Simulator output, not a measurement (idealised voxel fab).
process module | voxel wiring stack
cross-section cut | 160 nm wide | cells 5 nm
A cross-section is a grid of square cells, given in bands from the top down. A band is one or more rows of cells.
Each band's line starts with the height of the band's top and of its bottom, in nm. Then come its materials from left to right, each with its width in nm. One material with "throughout" fills the band from edge to edge. "air" is empty space.
Height 0 is the level under which the wafer as received is all one material. The lowest band goes on downwards, as in "0 down".
A width such as "30 to 40" changes by the same amount from each row of cells to the next, from the band's top row to its bottom row.
"no change" after a step means that no cell of the cross-section changed.
closed voids: empty space of 8 cells or more with no open way to the top, each as width x height at its distance from the left edge, in nm
after a step's settings: what the simulator itself notes on the step
overlay nm, on a step with a mask: how far to the right of its planned place the mask lay; to the left if negative
plan
1 op RECEIVE | material Si
2 op CONFORMAL_DEP | material SiO2 | thk nm 15
3 op CONFORMAL_DEP | material SiCN | thk nm 5
4 op DIRECTIONAL_DEP | material SiO2 | thk nm 15
5 op PATTERN | tone open | mask id METAL_1 | material resist | width nm 20 | pitch nm 35 | thk nm 15 | overlay nm 0
6 op DIRECTIONAL_ETCH | etch materials SiO2 | depth nm 15
7 op DIRECTIONAL_ETCH | etch materials SiCN | depth nm 5
8 op STRIP | etch materials resist
9 op CONFORMAL_DEP | material TiN | thk nm 5
10 op FILL_DEP | material Ru | thk nm 5
11 op CMP | height nm 35
12 op EPI | material Ru | thk nm 5
13 op FILL_DEP | material SiCN | thk nm 5
14 op DIRECTIONAL_DEP | material lowk | thk nm 30
15 op DIRECTIONAL_DEP | material aC | thk nm 15
16 op PATTERN | tone open | mask id METAL_2_HOLES | material resist | width nm 15 | pitch nm 35 | thk nm 30 | overlay nm 0
17 op DIRECTIONAL_ETCH | etch materials aC | depth nm 15
18 op STRIP | etch materials resist
19 op DIRECTIONAL_ETCH | etch materials lowk | depth nm 30
20 op STRIP | etch materials aC
21 op MASKED_ETCH | tone open | mask id METAL_2 | width nm 20 | pitch nm 35 | etch materials lowk | depth nm 20 | overlay nm -15
22 op MASKED_ETCH | tone open | mask id METAL_2 | width nm 20 | pitch nm 35 | etch materials SiCN | depth nm 5 | overlay nm 0
23 op CONFORMAL_DEP | material TiN | thk nm 5
24 op FILL_DEP | material Cu | thk nm 10
25 op CMP | height nm 75
26 op CONFORMAL_DEP | material SiN | thk nm 5
varied across the wafers: overlay nm of step 21. The plan shows the first wafer's value. All wafers start alike
first wafer as received, after step 1
  0 down: Si throughout
  closed voids: none
each wafer at the end: cells of each material gained (+) or lost (-) since it was received, then its closed voids
overlay nm -15 | +30 Cu | +24 Ru | +70 SiCN | +32 SiN | +168 SiO2 | +56 TiN | +132 lowk | closed voids: none
overlay nm -10 | +24 Cu | +24 Ru | +70 SiCN | +32 SiN | +168 SiO2 | +54 TiN | +140 lowk | closed voids: none
overlay nm -5 | +18 Cu | +24 Ru | +70 SiCN | +32 SiN | +168 SiO2 | +52 TiN | +148 lowk | closed voids: none
overlay nm 0 | +18 Cu | +24 Ru | +70 SiCN | +32 SiN | +168 SiO2 | +52 TiN | +148 lowk | closed voids: none
overlay nm 5 | +24 Cu | +24 Ru | +70 SiCN | +32 SiN | +168 SiO2 | +54 TiN | +140 lowk | closed voids: none
overlay nm 10 | +30 Cu | +24 Ru | +70 SiCN | +32 SiN | +168 SiO2 | +56 TiN | +132 lowk | closed voids: none
overlay nm 15 | +42 Cu | +24 Ru | +70 SiCN | +32 SiN | +168 SiO2 | +52 TiN | +124 lowk | closed voids: none
